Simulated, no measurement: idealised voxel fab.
process module | voxel wiring stack
cross-section cut | 290 nm wide | cells 5 nm
A cross-section is a grid of square cells, given in bands from the top down. A band is one or more rows of cells.
Each band's line starts with the height of the band's top and of its bottom, in nm. Then come its materials from left to right, each with its width in nm. One material with "throughout" fills the band from edge to edge. "air" is empty space.
Height 0 is the level under which the wafer as received is all one material. The lowest band goes on downwards, as in "0 down".
A width such as "30 to 40" changes by the same amount from each row of cells to the next, from the band's top row to its bottom row.
"no change" after a step means that no cell of the cross-section changed.
closed voids: empty space of 8 cells or more with no open way to the top, each as width x height at its distance from the left edge, in nm
after a step's settings: what the simulator itself notes on the step
overlay nm, on a step with a mask: how far to the right of its planned place the mask lay; to the left if negative
plan
1 op RECEIVE | material Si
2 op CONFORMAL_DEP | material SiO2 | thk nm 10
3 op CONFORMAL_DEP | material SiCN | thk nm 5
4 op DIRECTIONAL_DEP | material SiO2 | thk nm 25
5 op MASKED_ETCH | tone open | mask id METAL_1 | width nm 20 | pitch nm 45 | etch materials SiO2 | depth nm 25 | overlay nm 0
6 op MASKED_ETCH | tone open | mask id METAL_1 | width nm 20 | pitch nm 45 | etch materials SiCN | depth nm 5 | overlay nm 0
7 op CONFORMAL_DEP | material TiN | thk nm 5
8 op FILL_DEP | material Cu | thk nm 5
9 op CMP | height nm 40
10 op CONFORMAL_DEP | material SiCN | thk nm 5
11 op DIRECTIONAL_DEP | material SiO2 | thk nm 30
12 op MASKED_ETCH | tone open | mask id METAL_2 | width nm 20 | pitch nm 45 | etch materials SiO2 | depth nm 15 | overlay nm 0
13 op PATTERN | tone open | mask id METAL_2_HOLES | material resist | width nm 15 | thk nm 15 | overlay nm 0
14 op DIRECTIONAL_ETCH | etch materials SiO2 | depth nm 15
15 op DIRECTIONAL_ETCH | etch materials SiCN | depth nm 5
16 op STRIP | etch materials resist
17 op CONFORMAL_DEP | material TiN | thk nm 5
18 op FILL_DEP | material Cu | thk nm 5
19 op CMP | height nm 75
20 op CONFORMAL_DEP | material SiCN | thk nm 5
21 op DIRECTIONAL_DEP | material lowk | thk nm 30
22 op PATTERN | tone open | mask id METAL_3_HOLES | material resist | width nm 15 | pitch nm 45 | thk nm 20 | overlay nm 0
23 op DIRECTIONAL_ETCH | etch materials lowk | depth nm 30
24 op STRIP | etch materials resist
25 op MASKED_ETCH | tone open | mask id METAL_3 | width nm 20 | pitch nm 45 | etch materials lowk | depth nm 15 | overlay nm 0
26 op MASKED_ETCH | tone open | mask id METAL_3 | width nm 20 | pitch nm 45 | etch materials SiCN | depth nm 5 | overlay nm 0
27 op CONFORMAL_DEP | material TiN | thk nm 5
28 op FILL_DEP | material Ru | thk nm 5
29 op CMP | height nm 110
30 op CONFORMAL_DEP | material SiCN | thk nm 5
31 op DIRECTIONAL_DEP | material lowk | thk nm 35
32 op DIRECTIONAL_DEP | material aC | thk nm 10
33 op PATTERN | tone open | mask id METAL_4_HOLES | material resist | width nm 15 | thk nm 25 | overlay nm 0
34 op DIRECTIONAL_ETCH | etch materials aC | depth nm 10
35 op STRIP | etch materials resist
36 op DIRECTIONAL_ETCH | etch materials lowk | depth nm 35
37 op STRIP | etch materials aC
38 op PATTERN | tone open | mask id METAL_4 | material resist | width nm 20 | pitch nm 45 | thk nm 15 | overlay nm 0
39 op DIRECTIONAL_ETCH | etch materials lowk | depth nm 20
40 op DIRECTIONAL_ETCH | etch materials SiCN | depth nm 5
41 op STRIP | etch materials resist
42 op CONFORMAL_DEP | material TiN | thk nm 5
43 op FILL_DEP | material Cu | thk nm 10
44 op CMP | height nm 150
45 op CONFORMAL_DEP | material SiN | thk nm 5
first wafer, as planned
as received, after step 1
  0 down: Si throughout
  closed voids: none
after step 2
  10 to 0: SiO2 throughout
  below 0: unchanged
after step 3
  15 to 10: SiCN throughout
  below 10: unchanged
after step 4
  40 to 15: SiO2 throughout
  below 15: unchanged
after step 5
  40 to 15: SiO2 110 | air 20 | SiO2 25 | air 20 | SiO2 115
  below 15: unchanged
after step 6
  40 to 15: SiO2 110 | air 20 | SiO2 25 | air 20 | SiO2 115
  15 to 10: SiCN 110 | air 20 | SiCN 25 | air 20 | SiCN 115
  below 10: unchanged
after step 7
  45 to 40: TiN 115 | air 10 | TiN 35 | air 10 | TiN 120
  40 to 15: SiO2 110 | TiN 5 | air 10 | TiN 5 | SiO2 25 | TiN 5 | air 10 | TiN 5 | SiO2 115
  15 to 10: SiCN 110 | TiN 20 | SiCN 25 | TiN 20 | SiCN 115
  below 10: unchanged
after step 8
  50 to 45: Cu throughout
  45 to 40: TiN 115 | Cu 10 | TiN 35 | Cu 10 | TiN 120
  40 to 15: SiO2 110 | TiN 5 | Cu 10 | TiN 5 | SiO2 25 | TiN 5 | Cu 10 | TiN 5 | SiO2 115
  below 15: unchanged
after step 9
  40 to 15: SiO2 110 | TiN 5 | Cu 10 | TiN 5 | SiO2 25 | TiN 5 | Cu 10 | TiN 5 | SiO2 115
  below 15: unchanged
after step 10
  45 to 40: SiCN throughout
  below 40: unchanged
after step 11
  75 to 45: SiO2 throughout
  below 45: unchanged
after step 12
  75 to 60: SiO2 110 | air 20 | SiO2 25 | air 20 | SiO2 115
  below 60: unchanged
after step 13
  90 to 75: resist 110 | air 15 | resist 165
  75 to 60: SiO2 110 | air 15 | resist 5 | SiO2 25 | resist 20 | SiO2 115
  below 60: unchanged
after step 14
  90 to 75: resist 110 | air 15 | resist 165
  75 to 60: SiO2 110 | air 15 | resist 5 | SiO2 25 | resist 20 | SiO2 115
  60 to 45: SiO2 110 | air 15 | SiO2 165
  below 45: unchanged
after step 15
  90 to 75: resist 110 | air 15 | resist 165
  75 to 60: SiO2 110 | air 15 | resist 5 | SiO2 25 | resist 20 | SiO2 115
  60 to 45: SiO2 110 | air 15 | SiO2 165
  45 to 40: SiCN 110 | air 15 | SiCN 165
  below 40: unchanged
after step 16
  75 to 60: SiO2 110 | air 20 | SiO2 25 | air 20 | SiO2 115
  below 60: unchanged
after step 17
  80 to 75: TiN 115 | air 10 | TiN 35 | air 10 | TiN 120
  75 to 65: SiO2 110 | TiN 5 | air 10 | TiN 5 | SiO2 25 | TiN 5 | air 10 | TiN 5 | SiO2 115
  65 to 60: SiO2 110 | TiN 5 | air 5 | TiN 10 | SiO2 25 | TiN 20 | SiO2 115
  60 to 45: SiO2 110 | TiN 5 | air 5 | TiN 5 | SiO2 165
  45 to 40: SiCN 110 | TiN 15 | SiCN 165
  below 40: unchanged
after step 18
  85 to 80: Cu throughout
  80 to 75: TiN 115 | Cu 10 | TiN 35 | Cu 10 | TiN 120
  75 to 65: SiO2 110 | TiN 5 | Cu 10 | TiN 5 | SiO2 25 | TiN 5 | Cu 10 | TiN 5 | SiO2 115
  65 to 60: SiO2 110 | TiN 5 | Cu 5 | TiN 10 | SiO2 25 | TiN 20 | SiO2 115
  60 to 45: SiO2 110 | TiN 5 | Cu 5 | TiN 5 | SiO2 165
  below 45: unchanged
after step 19
  75 to 65: SiO2 110 | TiN 5 | Cu 10 | TiN 5 | SiO2 25 | TiN 5 | Cu 10 | TiN 5 | SiO2 115
  below 65: unchanged
after step 20
  80 to 75: SiCN throughout
  below 75: unchanged
after step 21
  110 to 80: lowk throughout
  below 80: unchanged
after step 22
  130 to 110: resist 110 | air 15 | resist 30 | air 15 | resist 120
  below 110: unchanged
after step 23
  130 to 110: resist 110 | air 15 | resist 30 | air 15 | resist 120
  110 to 80: lowk 110 | air 15 | lowk 30 | air 15 | lowk 120
  below 80: unchanged
after step 24
  110 to 80: lowk 110 | air 15 | lowk 30 | air 15 | lowk 120
  below 80: unchanged
after step 25
  110 to 95: lowk 110 | air 20 | lowk 25 | air 20 | lowk 115
  below 95: unchanged
after step 26
  110 to 95: lowk 110 | air 20 | lowk 25 | air 20 | lowk 115
  95 to 80: lowk 110 | air 15 | lowk 30 | air 15 | lowk 120
  80 to 75: SiCN 110 | air 15 | SiCN 30 | air 15 | SiCN 120
  below 75: unchanged
after step 27
  115 to 110: TiN 115 | air 10 | TiN 35 | air 10 | TiN 120
  110 to 100: lowk 110 | TiN 5 | air 10 | TiN 5 | lowk 25 | TiN 5 | air 10 | TiN 5 | lowk 115
  100 to 95: lowk 110 | TiN 5 | air 5 | TiN 10 | lowk 25 | TiN 5 | air 5 | TiN 10 | lowk 115
  95 to 80: lowk 110 | TiN 5 | air 5 | TiN 5 | lowk 30 | TiN 5 | air 5 | TiN 5 | lowk 120
  80 to 75: SiCN 110 | TiN 15 | SiCN 30 | TiN 15 | SiCN 120
  below 75: unchanged
after step 28
  120 to 115: Ru throughout
  115 to 110: TiN 115 | Ru 10 | TiN 35 | Ru 10 | TiN 120
  110 to 100: lowk 110 | TiN 5 | Ru 10 | TiN 5 | lowk 25 | TiN 5 | Ru 10 | TiN 5 | lowk 115
  100 to 95: lowk 110 | TiN 5 | Ru 5 | TiN 10 | lowk 25 | TiN 5 | Ru 5 | TiN 10 | lowk 115
  95 to 80: lowk 110 | TiN 5 | Ru 5 | TiN 5 | lowk 30 | TiN 5 | Ru 5 | TiN 5 | lowk 120
  below 80: unchanged
after step 29
  110 to 100: lowk 110 | TiN 5 | Ru 10 | TiN 5 | lowk 25 | TiN 5 | Ru 10 | TiN 5 | lowk 115
  below 100: unchanged
after step 30
  115 to 110: SiCN throughout
  below 110: unchanged
after step 31
  150 to 115: lowk throughout
  below 115: unchanged
after step 32
  160 to 150: aC throughout
  below 150: unchanged
after step 33
  185 to 160: resist 110 | air 15 | resist 165
  below 160: unchanged
after step 34
  175 to 160: resist 110 | air 15 | resist 165
  160 to 150: aC 110 | air 15 | aC 165
  below 150: unchanged
after step 35
  160 to 150: aC 110 | air 15 | aC 165
  below 150: unchanged
after step 36
  160 to 150: aC 110 | air 15 | aC 165
  150 to 115: lowk 110 | air 15 | lowk 165
  below 115: unchanged
after step 37
  150 to 115: lowk 110 | air 15 | lowk 165
  below 115: unchanged
after step 38
  165 to 150: resist 110 | air 20 | resist 25 | air 20 | resist 115
  below 150: unchanged
after step 39
  165 to 150: resist 110 | air 20 | resist 25 | air 20 | resist 115
  150 to 130: lowk 110 | air 20 | lowk 25 | air 20 | lowk 115
  below 130: unchanged
after step 40
  165 to 150: resist 110 | air 20 | resist 25 | air 20 | resist 115
  150 to 130: lowk 110 | air 20 | lowk 25 | air 20 | lowk 115
  130 to 115: lowk 110 | air 15 | lowk 165
  115 to 110: SiCN 110 | air 15 | SiCN 165
  below 110: unchanged
after step 41
  150 to 130: lowk 110 | air 20 | lowk 25 | air 20 | lowk 115
  below 130: unchanged
after step 42
  155 to 150: TiN 115 | air 10 | TiN 35 | air 10 | TiN 120
  150 to 135: lowk 110 | TiN 5 | air 10 | TiN 5 | lowk 25 | TiN 5 | air 10 | TiN 5 | lowk 115
  135 to 130: lowk 110 | TiN 5 | air 5 | TiN 10 | lowk 25 | TiN 20 | lowk 115
  130 to 115: lowk 110 | TiN 5 | air 5 | TiN 5 | lowk 165
  115 to 110: SiCN 110 | TiN 15 | SiCN 165
  below 110: unchanged
after step 43
  165 to 155: Cu throughout
  155 to 150: TiN 115 | Cu 10 | TiN 35 | Cu 10 | TiN 120
  150 to 135: lowk 110 | TiN 5 | Cu 10 | TiN 5 | lowk 25 | TiN 5 | Cu 10 | TiN 5 | lowk 115
  135 to 130: lowk 110 | TiN 5 | Cu 5 | TiN 10 | lowk 25 | TiN 20 | lowk 115
  130 to 115: lowk 110 | TiN 5 | Cu 5 | TiN 5 | lowk 165
  below 115: unchanged
after step 44
  150 to 135: lowk 110 | TiN 5 | Cu 10 | TiN 5 | lowk 25 | TiN 5 | Cu 10 | TiN 5 | lowk 115
  below 135: unchanged
after step 45
  155 to 150: SiN throughout
  below 150: unchanged
second wafer: like start, like plan, one mistake. Through step 20 it matches the first wafer
when step 21 should have ended
  140 to 80: lowk throughout
  below 80: unchanged
when step 22 should have ended
  160 to 140: resist 110 | air 15 | resist 30 | air 15 | resist 120
  below 140: unchanged
when step 23 should have ended
  160 to 140: resist 110 | air 15 | resist 30 | air 15 | resist 120
  140 to 110: lowk 110 | air 15 | lowk 30 | air 15 | lowk 120
  below 110: unchanged
when step 24 should have ended
  140 to 110: lowk 110 | air 15 | lowk 30 | air 15 | lowk 120
  below 110: unchanged
when step 25 should have ended
  140 to 125: lowk 110 | air 20 | lowk 25 | air 20 | lowk 115
  125 to 95: lowk 110 | air 15 | lowk 30 | air 15 | lowk 120
  below 95: unchanged
when step 26 should have ended: no change
when step 27 should have ended
  145 to 140: TiN 115 | air 10 | TiN 35 | air 10 | TiN 120
  140 to 130: lowk 110 | TiN 5 | air 10 | TiN 5 | lowk 25 | TiN 5 | air 10 | TiN 5 | lowk 115
  130 to 125: lowk 110 | TiN 5 | air 5 | TiN 10 | lowk 25 | TiN 5 | air 5 | TiN 10 | lowk 115
  125 to 100: lowk 110 | TiN 5 | air 5 | TiN 5 | lowk 30 | TiN 5 | air 5 | TiN 5 | lowk 120
  100 to 95: lowk 110 | TiN 15 | lowk 30 | TiN 15 | lowk 120
  below 95: unchanged
when step 28 should have ended
  150 to 145: Ru throughout
  145 to 140: TiN 115 | Ru 10 | TiN 35 | Ru 10 | TiN 120
  140 to 130: lowk 110 | TiN 5 | Ru 10 | TiN 5 | lowk 25 | TiN 5 | Ru 10 | TiN 5 | lowk 115
  130 to 125: lowk 110 | TiN 5 | Ru 5 | TiN 10 | lowk 25 | TiN 5 | Ru 5 | TiN 10 | lowk 115
  125 to 100: lowk 110 | TiN 5 | Ru 5 | TiN 5 | lowk 30 | TiN 5 | Ru 5 | TiN 5 | lowk 120
  below 100: unchanged
when step 29 should have ended
  110 to 100: lowk 110 | TiN 5 | Ru 5 | TiN 5 | lowk 30 | TiN 5 | Ru 5 | TiN 5 | lowk 120
  below 100: unchanged
when step 30 should have ended
  115 to 110: SiCN throughout
  below 110: unchanged
when step 31 should have ended
  150 to 115: lowk throughout
  below 115: unchanged
when step 32 should have ended
  160 to 150: aC throughout
  below 150: unchanged
when step 33 should have ended
  185 to 160: resist 110 | air 15 | resist 165
  below 160: unchanged
when step 34 should have ended
  175 to 160: resist 110 | air 15 | resist 165
  160 to 150: aC 110 | air 15 | aC 165
  below 150: unchanged
when step 35 should have ended
  160 to 150: aC 110 | air 15 | aC 165
  below 150: unchanged
when step 36 should have ended
  160 to 150: aC 110 | air 15 | aC 165
  150 to 115: lowk 110 | air 15 | lowk 165
  below 115: unchanged
when step 37 should have ended
  150 to 115: lowk 110 | air 15 | lowk 165
  below 115: unchanged
when step 38 should have ended
  165 to 150: resist 110 | air 20 | resist 25 | air 20 | resist 115
  below 150: unchanged
when step 39 should have ended
  165 to 150: resist 110 | air 20 | resist 25 | air 20 | resist 115
  150 to 130: lowk 110 | air 20 | lowk 25 | air 20 | lowk 115
  below 130: unchanged
when step 40 should have ended
  165 to 150: resist 110 | air 20 | resist 25 | air 20 | resist 115
  150 to 130: lowk 110 | air 20 | lowk 25 | air 20 | lowk 115
  130 to 115: lowk 110 | air 15 | lowk 165
  115 to 110: SiCN 110 | air 15 | SiCN 165
  below 110: unchanged
when step 41 should have ended
  150 to 130: lowk 110 | air 20 | lowk 25 | air 20 | lowk 115
  below 130: unchanged
when step 42 should have ended
  155 to 150: TiN 115 | air 10 | TiN 35 | air 10 | TiN 120
  150 to 135: lowk 110 | TiN 5 | air 10 | TiN 5 | lowk 25 | TiN 5 | air 10 | TiN 5 | lowk 115
  135 to 130: lowk 110 | TiN 5 | air 5 | TiN 10 | lowk 25 | TiN 20 | lowk 115
  130 to 115: lowk 110 | TiN 5 | air 5 | TiN 5 | lowk 165
  115 to 110: SiCN 110 | TiN 15 | SiCN 165
  below 110: unchanged
when step 43 should have ended
  165 to 155: Cu throughout
  155 to 150: TiN 115 | Cu 10 | TiN 35 | Cu 10 | TiN 120
  150 to 135: lowk 110 | TiN 5 | Cu 10 | TiN 5 | lowk 25 | TiN 5 | Cu 10 | TiN 5 | lowk 115
  135 to 130: lowk 110 | TiN 5 | Cu 5 | TiN 10 | lowk 25 | TiN 20 | lowk 115
  130 to 115: lowk 110 | TiN 5 | Cu 5 | TiN 5 | lowk 165
  below 115: unchanged
when step 44 should have ended
  150 to 135: lowk 110 | TiN 5 | Cu 10 | TiN 5 | lowk 25 | TiN 5 | Cu 10 | TiN 5 | lowk 115
  below 135: unchanged
when step 45 should have ended
  155 to 150: SiN throughout
  below 150: unchanged
what went wrong: step 21 was run twice
at the end the second wafer has, in cells: 12 fewer of Ru | 6 more of SiCN | 18 fewer of TiN | 24 more of lowk
